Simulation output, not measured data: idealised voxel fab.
process module | voxel spacer lines
cross-section cut | 230 nm wide | cells 5 nm
A cross-section is a grid of square cells, given in bands from the top down. A band is one or more rows of cells.
Each band's line starts with the height of the band's top and of its bottom, in nm. Then come its materials from left to right, each with its width in nm. One material with "throughout" fills the band from edge to edge. "air" is empty space.
Height 0 is the level under which the wafer as received is all one material. The lowest band goes on downwards, as in "0 down".
A width such as "30 to 40" changes by the same amount from each row of cells to the next, from the band's top row to its bottom row.
"no change" after a step means that no cell of the cross-section changed.
closed voids: empty space of 8 cells or more with no open way to the top, each as width x height at its distance from the left edge, in nm
after a step's settings: what the simulator itself notes on the step
overlay nm, on a step with a mask: how far to the right of its planned place the mask lay; to the left if negative
plan
1 op RECEIVE | material Si
2 op CONFORMAL_DEP | material Al2O3 | thk nm 5
3 op DIRECTIONAL_DEP | material SiN | thk nm 10
4 op DIRECTIONAL_DEP | material polySi | thk nm 15
5 op PATTERN | tone cover | mask id MANDREL | material resist | width nm 15 | pitch nm 60 | thk nm 35 | overlay nm 0
6 op DIRECTIONAL_ETCH | etch materials polySi | depth nm 25
7 op STRIP | etch materials resist
8 op CONFORMAL_DEP | material SiO2 | thk nm 15
9 op DIRECTIONAL_ETCH | etch materials SiO2 | depth nm 15
10 op STRIP | etch materials polySi
11 op DIRECTIONAL_ETCH | etch materials SiN | depth nm 10
12 op STRIP | etch materials SiO2
varied across the wafers: thk nm of step 4. The plan shows the first wafer's value. All wafers start alike
first wafer as received, after step 1
  0 down: Si throughout
  closed voids: none
first wafer at the end, after step 12
  15 to 5: air 30 | SiN 15 | air 15 | SiN 15 | air 15 | SiN 15 | air 15 | SiN 15 | air 15 | SiN 15 | air 15 | SiN 15 | air 35
  5 to 0: Al2O3 throughout
  0 down: Si throughout
  closed voids: none
last wafer at the end
  5 to 0: Al2O3 throughout
  0 down: Si throughout
  closed voids: none
each wafer at the end: cells of each material gained (+) or lost (-) since it was received, then its closed voids
thk nm 15 | +46 Al2O3 | +36 SiN | closed voids: none
thk nm 20 | +46 Al2O3 | +36 SiN | closed voids: none
thk nm 25 | +46 Al2O3 | +36 SiN | closed voids: none
thk nm 30 | +46 Al2O3 | closed voids: none
thk nm 35 | +46 Al2O3 | closed voids: none
thk nm 40 | +46 Al2O3 | closed voids: none
